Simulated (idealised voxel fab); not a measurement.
process module | voxel capacitor over wiring
cross-section cut | 210 nm wide | cells 5 nm
A cross-section is a grid of square cells, given in bands from the top down. A band is one or more rows of cells.
Each band's line starts with the height of the band's top and of its bottom, in nm. Then come its materials from left to right, each with its width in nm. One material with "throughout" fills the band from edge to edge. "air" is empty space.
Height 0 is the level under which the wafer as received is all one material. The lowest band goes on downwards, as in "0 down".
A width such as "30 to 40" changes by the same amount from each row of cells to the next, from the band's top row to its bottom row.
"no change" after a step means that no cell of the cross-section changed.
closed voids: empty space of 8 cells or more with no open way to the top, each as width x height at its distance from the left edge, in nm
after a step's settings: what the simulator itself notes on the step
overlay nm, on a step with a mask: how far to the right of its planned place the mask lay; to the left if negative
plan
1 op RECEIVE | material Si
2 op CONFORMAL_DEP | material SiO2 | thk nm 15
3 op DIRECTIONAL_DEP | material TiN | thk nm 5
4 op DIRECTIONAL_DEP | material W | thk nm 25
5 op MASKED_ETCH | tone cover | mask id METAL_1 | width nm 20 | pitch nm 80 | etch materials W | depth nm 25 | overlay nm 0
6 op MASKED_ETCH | tone cover | mask id METAL_1 | width nm 20 | pitch nm 80 | etch materials TiN | depth nm 5 | overlay nm 0
7 op CONFORMAL_DEP | material SiN | thk nm 5
8 op FILL_DEP | material lowk | thk nm 5
9 op CMP | height nm 45
10 op CONFORMAL_DEP | material SiCN | thk nm 5
11 op DIRECTIONAL_DEP | material SiO2 | thk nm 10
12 op MASKED_ETCH | tone open | mask id PLUG_1 | width nm 15 | etch materials SiO2 | depth nm 10 | overlay nm 0
13 op MASKED_ETCH | tone open | mask id PLUG_1 | width nm 15 | etch materials SiCN | depth nm 5 | overlay nm 0
14 op CONFORMAL_DEP | material TiN | thk nm 5
15 op FILL_DEP | material Cu | thk nm 5
16 op CMP | height nm 60
17 op DIRECTIONAL_DEP | material TiN | thk nm 5
18 op DIRECTIONAL_DEP | material Al2O3 | thk nm 5
19 op DIRECTIONAL_DEP | material TiN | thk nm 10
20 op DIRECTIONAL_DEP | material aC | thk nm 10
21 op PATTERN | tone cover | mask id UPPER_PLATE | material resist | width nm 65 | thk nm 25 | overlay nm 0
22 op DIRECTIONAL_ETCH | etch materials aC | depth nm 10
23 op STRIP | etch materials resist
24 op DIRECTIONAL_ETCH | etch materials TiN | depth nm 10
25 op DIRECTIONAL_ETCH | etch materials Al2O3 | depth nm 5
26 op STRIP | etch materials aC
27 op DIRECTIONAL_DEP | material aC | thk nm 10
28 op PATTERN | tone cover | mask id LOWER_PLATE | material resist | width nm 75 | thk nm 30 | overlay nm 0
29 op DIRECTIONAL_ETCH | etch materials aC | depth nm 10
30 op STRIP | etch materials resist
31 op DIRECTIONAL_ETCH | etch materials TiN | depth nm 5
32 op STRIP | etch materials aC
33 op FILL_DEP | material SiO2 | thk nm 20
34 op CMP | height nm 95
35 op MASKED_ETCH | tone open | mask id PLUG_2 | width nm 15 | etch materials SiO2 | depth nm 15 | overlay nm 0
36 op CONFORMAL_DEP | material TiN | thk nm 5
37 op FILL_DEP | material Ru | thk nm 5
38 op CMP | height nm 95
39 op CONFORMAL_DEP | material SiCN | thk nm 5
as received, after step 1
  0 down: Si throughout
  closed voids: none
first wafer at the end, as planned
  100 to 95: SiCN throughout
  95 to 85: SiO2 70 | TiN 5 | Ru 5 | TiN 5 | SiO2 125
  85 to 80: SiO2 70 | TiN 15 | SiO2 125
  80 to 70: SiO2 60 | TiN 65 | SiO2 85
  70 to 65: SiO2 60 | Al2O3 65 | SiO2 85
  65 to 60: SiO2 55 | TiN 75 | SiO2 80
  60 to 50: SiO2 60 | TiN 5 | Cu 5 | TiN 5 | SiO2 135
  50 to 45: SiCN 60 | TiN 15 | SiCN 135
  45 to 20: lowk 50 | SiN 5 | W 20 | SiN 5 | lowk 50 | SiN 5 | W 20 | SiN 5 | lowk 50
  20 to 15: SiN 55 | TiN 20 | SiN 60 | TiN 20 | SiN 55
  15 to 0: SiO2 throughout
  0 down: Si throughout
  closed voids: none
second wafer at the end: like start, like plan, one mistake
  100 to 95: SiCN throughout
  95 to 85: SiO2 70 | TiN 5 | Ru 5 | TiN 5 | SiO2 125
  85 to 80: SiO2 70 | TiN 15 | SiO2 125
  80 to 70: SiO2 60 | TiN 65 | SiO2 85
  70 to 65: SiO2 60 | Al2O3 65 | SiO2 85
  65 to 60: SiO2 55 | TiN 75 | SiO2 80
  60 to 55: SiCN 60 | TiN 15 | SiCN 135
  55 to 45: SiO2 throughout
  45 to 20: lowk 50 | SiN 5 | W 20 | SiN 5 | lowk 50 | SiN 5 | W 20 | SiN 5 | lowk 50
  20 to 15: SiN 55 | TiN 20 | SiN 60 | TiN 20 | SiN 55
  15 to 0: SiO2 throughout
  0 down: Si throughout
  closed voids: none
what went wrong: steps 10 and 11 were swapped
at the end the second wafer has, in cells: 2 fewer of Cu | 6 more of SiO2 | 4 fewer of TiN
